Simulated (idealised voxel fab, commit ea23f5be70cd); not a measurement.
The process module that follows is named voxel released beams.
Pictured: cross-section cut, 220 nm wide, on a grid of 5 nm square cells.
In what follows, cross-sections appear as grids of square cells, described through bands that run from the top down, where every band is one or more rows of cells.
Heads up on the band format: heights come first, top then bottom, in nm. After that it's the materials left to right, each with its width in nm. A single material flagged "all across" fills the whole band edge to edge, and "blank" means there's empty space there.
The reference from which all heights are counted is 0, the level beneath which the as-received wafer is entirely one material; the lowest band, having no lower bound, proceeds downward and is written after the example "z 0 and below".
Top row gets the first number, bottom row gets the second, and each row in between changes by the same step: that is how a band width like "30->40" works.
The designation "remained unchanged", where it is given for a processing step, indicates that no cell of the cross-section was altered in the course of that step.
Heads up: "Closed void table" only lists the empty pockets with no open path to the top that are 8 cells or more, and it writes them as width x height at distance, distance from the left edge, in nm.
Heads up: the bit after the settings on a step's line is the simulator's remark on that step.
"overlay nm", when on a step's line for a step with a mask, measures how far to the right of its planned place the mask lay; a negative measure means to the left.

-- Intended process steps
| 1 | op RECEIVE | material Si |
| 2 | op CONFORMAL_DEP | material SiN | thk nm 10 |
| 3 | op DIRECTIONAL_DEP | material SiO2 | thk nm 15 |
| 4 | op MASKED_ETCH | tone open | mask id ANCHOR | width nm 45 | etch materials SiO2 | depth nm 15 | overlay nm 0 |
| 5 | op CONFORMAL_DEP | material TiN | thk nm 15 |
| 6 | op PATTERN | tone cover | mask id BEAM | material resist | width nm 130 | thk nm 20 | overlay nm 0 |
| 7 | op DIRECTIONAL_ETCH | etch materials TiN | depth nm 15 |
| 8 | op STRIP | etch materials resist |
| 9 | op STRIP | etch materials SiO2 |

-- Cross-section of the wafer upon arrival, representing the state reached after step 1
	z 0 and below = Si all across
	Closed void table: none

-- End-of-module cross-section of the first of two wafers, processed as planned
	z 40 to 25 = blank 40 | TiN 20 | blank 15 | TiN 95 | blank 50
	z 25 to 10 = blank 45 | TiN 45 | blank 130
	z 10 to 0 = SiN all across
	z 0 and below = Si all across
	Closed void table: none

-- The second wafer, shown in cross-section after the module: started the same way as the first and given the same plan, yet one mistake crept into how it was run
	z 40 to 25 = blank 40 | TiN 130 | blank 50
	z 25 to 15 = SiN all across
	z 15 to 0 = SiO2 all across
	z 0 and below = Si all across
	Closed void table: none
In executing the process, a mistake was made relative to the plan: swap of plan steps 2 and 3 during execution
Upon completion, the second wafer contains, in terms of cells, a greater or smaller amount of certain materials than the first wafer: SiO2: 132 more; TiN: 18 fewer
